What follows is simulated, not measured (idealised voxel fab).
process module | voxel quadruple lines
cross-section cut | 235 nm wide | cells 5 nm
A cross-section is a grid of square cells, given in bands from the top down. A band is one or more rows of cells.
Each band's line starts with the height of the band's top and of its bottom, in nm. Then come its materials from left to right, each with its width in nm. One material with "throughout" fills the band from edge to edge. "air" is empty space.
Height 0 is the level under which the wafer as received is all one material. The lowest band goes on downwards, as in "0 down".
A width such as "30 to 40" changes by the same amount from each row of cells to the next, from the band's top row to its bottom row.
"no change" after a step means that no cell of the cross-section changed.
closed voids: empty space of 8 cells or more with no open way to the top, each as width x height at its distance from the left edge, in nm
after a step's settings: what the simulator itself notes on the step
overlay nm, on a step with a mask: how far to the right of its planned place the mask lay; to the left if negative
plan
1 op RECEIVE | material Si
2 op CONFORMAL_DEP | material SiO2 | thk nm 5
3 op DIRECTIONAL_DEP | material Ru | thk nm 15
4 op DIRECTIONAL_DEP | material polySi | thk nm 15
5 op DIRECTIONAL_DEP | material aC | thk nm 25
6 op PATTERN | tone cover | mask id MANDREL | material resist | width nm 25 | pitch nm 80 | thk nm 35 | overlay nm 0
7 op DIRECTIONAL_ETCH | etch materials aC | depth nm 25
8 op STRIP | etch materials resist
9 op CONFORMAL_DEP | material SiO2 | thk nm 15
10 op DIRECTIONAL_ETCH | etch materials SiO2 | depth nm 15
11 op STRIP | etch materials aC
12 op DIRECTIONAL_ETCH | etch materials polySi | depth nm 15
13 op STRIP | etch materials SiO2
14 op CONFORMAL_DEP | material SiCN | thk nm 5
15 op DIRECTIONAL_ETCH | etch materials SiCN | depth nm 5
16 op STRIP | etch materials polySi
17 op DIRECTIONAL_ETCH | etch materials Ru | depth nm 15
18 op STRIP | etch materials SiCN
as received, after step 1
  0 down: Si throughout
  closed voids: none
a wafer at the end: this start, this plan, one mistake
  25 to 10: air 45 | Ru 5 | air 15 | Ru 5 | air 15 | Ru 5 | air 15 | Ru 5 | air 15 | Ru 5 | air 15 | Ru 5 | air 15 | Ru 5 | air 15 | Ru 5 | air 45
  10 to 5: Ru throughout
  5 to 0: SiO2 throughout
  0 down: Si throughout
  closed voids: none
what went wrong: step 3 ran as: op DIRECTIONAL_DEP | material Ru | thk nm 20
